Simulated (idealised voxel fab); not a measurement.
process module | voxel double patterning
cross-section cut | 265 nm wide | cells 5 nm
A cross-section is a grid of square cells, given in bands from the top down. A band is one or more rows of cells.
Each band's line starts with the height of the band's top and of its bottom, in nm. Then come its materials from left to right, each with its width in nm. One material with "throughout" fills the band from edge to edge. "air" is empty space.
Height 0 is the level under which the wafer as received is all one material. The lowest band goes on downwards, as in "0 down".
A width such as "30 to 40" changes by the same amount from each row of cells to the next, from the band's top row to its bottom row.
"no change" after a step means that no cell of the cross-section changed.
closed voids: empty space of 8 cells or more with no open way to the top, each as width x height at its distance from the left edge, in nm
after a step's settings: what the simulator itself notes on the step
overlay nm, on a step with a mask: how far to the right of its planned place the mask lay; to the left if negative
plan
1 op RECEIVE | material Si
2 op CONFORMAL_DEP | material SiO2 | thk nm 10
3 op DIRECTIONAL_DEP | material polySi | thk nm 20
4 op DIRECTIONAL_DEP | material SiCN | thk nm 5
5 op DIRECTIONAL_DEP | material aC | thk nm 15
6 op PATTERN | tone open | mask id FIRST | material resist | width nm 15 | pitch nm 50 | thk nm 35 | overlay nm 0
7 op DIRECTIONAL_ETCH | etch materials aC | depth nm 15
8 op STRIP | etch materials resist
9 op DIRECTIONAL_ETCH | etch materials SiCN | depth nm 5
10 op STRIP | etch materials aC
11 op PATTERN | tone open | mask id SECOND | material resist | width nm 15 | thk nm 20 | overlay nm 0
12 op DIRECTIONAL_ETCH | etch materials SiCN | depth nm 5
13 op STRIP | etch materials resist
14 op DIRECTIONAL_ETCH | etch materials polySi | depth nm 20
15 op STRIP | etch materials SiCN
as received, after step 1
  0 down: Si throughout
  closed voids: none
a wafer at the end: this start, this plan, one mistake
  30 to 10: polySi 100 | air 15 | polySi 10 | air 20 | polySi 5 | air 15 | polySi 100
  10 to 0: SiO2 throughout
  0 down: Si throughout
  closed voids: none
what went wrong: step 11 ran as: op PATTERN | tone open | mask id SECOND | material resist | width nm 20 | thk nm 20 | overlay nm 0
